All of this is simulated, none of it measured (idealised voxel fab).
The process module presented herein is designated voxel air gaps.
Each square cell in cross-section cut measures 5 nm, and the section as a whole is 215 nm wide.
Cross-section, as written here: a square-cell grid given band by band from the top down, where a band holds one or more rows of cells. Band entry format. Leading values: height of top, height of bottom, nm. Remainder: materials in left-to-right order, each with its width in nm. Special words: "all across" on a single material, which then fills the band edge to edge; "blank", empty space. Height is counted from the level 0, under which the received wafer is composed throughout of one material. The lowest of the bands is not closed at the bottom but continues downward, in the notation "0 and below". The two numbers in a width such as "30..40" mark its ends across the band: the first belongs to the top row of cells, the second to the bottom row, and from each row to the next the width moves by the same amount. Any step labelled "no modification" changed none of the cells in the cross-section. Under "Encapsulated voids" you'll find the enclosed gaps, the ones with no way out to the top, that are 8 cells or bigger; each reads width x height at distance, with distance counted from the left edge, everything in nm. after a step's settings: what the simulator itself notes on the step. If you see "overlay nm" on a step's line and that step has a mask, it's telling you how far right of where it was planned the mask ended up; a negative number means it went left instead.
**Steps planned for the process**
1) RECEIVE | material Si
2) CONFORMAL_DEP | material SiO2 | thk nm 10
3) CONFORMAL_DEP | material SiN | thk nm 5
4) DIRECTIONAL_DEP | material SiO2 | thk nm 35
5) DIRECTIONAL_DEP | material aC | thk nm 10
6) PATTERN | tone open | mask id LINES | material resist | width nm 25 | pitch nm 55 | thk nm 25 | overlay nm 0
7) DIRECTIONAL_ETCH | etch materials aC | depth nm 10
8) STRIP | etch materials resist
9) DIRECTIONAL_ETCH | etch materials SiO2 | depth nm 35
10) STRIP | etch materials aC
11) CONFORMAL_DEP | material TiN | thk nm 5
12) FILL_DEP | material Cu | thk nm 5
13) CMP | height nm 50
14) EPI | material Ru | thk nm 10
15) SELECTIVE_ETCH | etch materials SiO2 | depth nm 45
16) CONFORMAL_DEP | material SiCN | thk nm 5
**As-received wafer cross-section (after step 1)**
	0 and below  Si all across
	Encapsulated voids: none
**Cross-section, end of module. Start: as above. Plan: as above. Execution: one mistake**
	60 down to 50  blank (30); Ru (45); blank (10); Ru (45); blank (10); Ru (45); blank (30)
	50 down to 20  blank (40); TiN (5); Cu (15); TiN (5); blank (30); TiN (5); Cu (15); TiN (5); blank (30); TiN (5); Cu (15); TiN (5); blank (40)
	20 down to 15  blank (40); TiN (25); blank (30); TiN (25); blank (30); TiN (25); blank (40)
	15 down to 10  SiN all across
	10 down to 0  SiO2 all across
	0 and below  Si all across
	Encapsulated voids: none
What broke from the plan during processing? step 16 of the plan never got run, it was skipped over
